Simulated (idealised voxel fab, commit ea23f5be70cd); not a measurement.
Title: Process Module voxel gate over fins
Cross-sectional view cut (width: 155 nm; square cell size: 5 nm).
Cross-sections here: square-cell grids, written as top-down lists of bands, a band being one or more rows of cells. This entry defines a band. It first specifies the height of the band's top and the height of its bottom in nm, and then specifies the band's materials from left to right, stating each material with its width in nm. The word "all across" identifies a single material that fills the band from edge to edge, while the word "air" identifies empty space. Counting heights begins at 0, where everything beneath is, in the wafer as received, one material. The lowest band has no bottom; it goes on downwards, as "z 0 and below" shows. Width "30 to 40": first value at the band's top row of cells, second value at its bottom row, equal change from row to row. Any step labelled "no alteration" changed none of the cells in the cross-section. You'll see "Sealed void listing" listing empty spaces that have no way open to the top, as long as they're 8 cells or more; the notation is width x height at distance, where the distance is from the left edge, and all of it is in nm. Text after the settings on a step's line: the simulator's own remark on that step. overlay nm: mask offset rightward from planned place, masked step; negative means leftward offset.
Listed below are the process steps as planned:
1,RECEIVE [material Si]
2,CONFORMAL_DEP [material SiN] [thk nm 10]
3,MASKED_ETCH [tone cover] [mask id FINS] [width nm 15] [pitch nm 40] [etch materials SiN] [depth nm 10] [overlay nm 0]
4,MASKED_ETCH [tone cover] [mask id FINS] [width nm 15] [pitch nm 40] [etch materials Si] [depth nm 40] [overlay nm -15]
5,OXIDIZE [depth nm 5]
6,FILL_DEP [material SiO2] [thk nm 10]
7,CMP [height nm 10]
8,SELECTIVE_ETCH [etch materials SiO2] [depth nm 25]
9,STRIP [etch materials SiN]
10,CONFORMAL_DEP [material HfO2] [thk nm 5]
11,CONFORMAL_DEP [material TiN] [thk nm 5]
12,CONFORMAL_DEP [material TiAl] [thk nm 5]
13,CONFORMAL_DEP [material TiN] [thk nm 5]
14,FILL_DEP [material W] [thk nm 10]
15,CMP [height nm 25]
16,CONFORMAL_DEP [material SiCN] [thk nm 5]
Variable across wafers: step 4 overlay nm (plan value is that of the first wafer; starting state common to all).
Cross-section, first of several wafers, as delivered after step 1:
	z 0 and below | Si all across
	Sealed void listing: none
Module finished, last step 16 done: cross-section of the first of several wafers:
	z 30 to 25 | SiCN all across
	z 25 to 20 | W all across
	z 20 to 15 | W=35; TiN=85; W=35
	z 15 to 10 | W=20; TiN=20; TiAl=35; TiN=5; TiAl=35; TiN=5; W=35
	z 10 to 5 | W=20; TiN=5; TiAl=20; TiN=25; TiAl=15; TiN=25; TiAl=5; TiN=5; W=35
	z 5 to 0 | TiN=25; TiAl=5; TiN=20; HfO2=15; TiN=25; HfO2=15; TiN=5; TiAl=5; TiN=40
	z 0 to -5 | TiAl=30; TiN=5; HfO2=20; Si=5; HfO2=5; TiN=10; HfO2=20; Si=5; HfO2=5; TiN=5; TiAl=45
	z -5 to -10 | TiN=35; HfO2=5; Si=20; HfO2=5; TiN=10; HfO2=5; Si=20; HfO2=5; TiN=50
	z -10 to -15 | HfO2=40; Si=20; HfO2=20; Si=20; HfO2=55
	z -15 to -45 | SiO2=40; Si=20; SiO2=20; Si=20; SiO2=55
	z -45 and below | Si all across
	Sealed void listing: none
Sectional view of the last wafer upon completion of the module:
	z 30 to 25 | SiCN all across
	z 25 to 20 | W all across
	z 20 to 15 | W=35; TiN=85; W=35
	z 15 to 10 | W=35; TiN=5; TiAl=35; TiN=5; TiAl=35; TiN=20; W=20
	z 10 to 5 | W=35; TiN=5; TiAl=5; TiN=25; TiAl=15; TiN=25; TiAl=20; TiN=5; W=20
	z 5 to 0 | TiN=40; TiAl=5; TiN=5; HfO2=15; TiN=25; HfO2=15; TiN=20; TiAl=5; TiN=25
	z 0 to -5 | TiAl=45; TiN=5; HfO2=5; Si=5; HfO2=20; TiN=10; HfO2=5; Si=5; HfO2=20; TiN=5; TiAl=30
	z -5 to -10 | TiN=50; HfO2=5; Si=20; HfO2=5; TiN=10; HfO2=5; Si=20; HfO2=5; TiN=35
	z -10 to -15 | HfO2=55; Si=20; HfO2=20; Si=20; HfO2=40
	z -15 to -45 | SiO2=55; Si=20; SiO2=20; Si=20; SiO2=40
	z -45 and below | Si all across
	Sealed void listing: none
each wafer at the end: cells of each material gained (+) or lost (-) since it was received, then its closed voids:
overlay nm -15, +43 HfO2, -213 Si, +31 SiCN, +138 SiO2, +39 TiAl, +81 TiN, +67 W, Sealed void listing: none
overlay nm -10, +43 HfO2, -229 Si, +31 SiCN, +150 SiO2, +41 TiAl, +81 TiN, +69 W, Sealed void listing: none
overlay nm -5, +43 HfO2, -245 Si, +31 SiCN, +162 SiO2, +43 TiAl, +81 TiN, +71 W, Sealed void listing: none
overlay nm 0, +43 HfO2, -261 Si, +31 SiCN, +174 SiO2, +43 TiAl, +83 TiN, +73 W, Sealed void listing: none
overlay nm 5, +43 HfO2, -245 Si, +31 SiCN, +162 SiO2, +43 TiAl, +81 TiN, +71 W, Sealed void listing: none
overlay nm 10, +43 HfO2, -229 Si, +31 SiCN, +150 SiO2, +41 TiAl, +81 TiN, +69 W, Sealed void listing: none
overlay nm 15, +43 HfO2, -213 Si, +31 SiCN, +138 SiO2, +39 TiAl, +81 TiN, +67 W, Sealed void listing: none
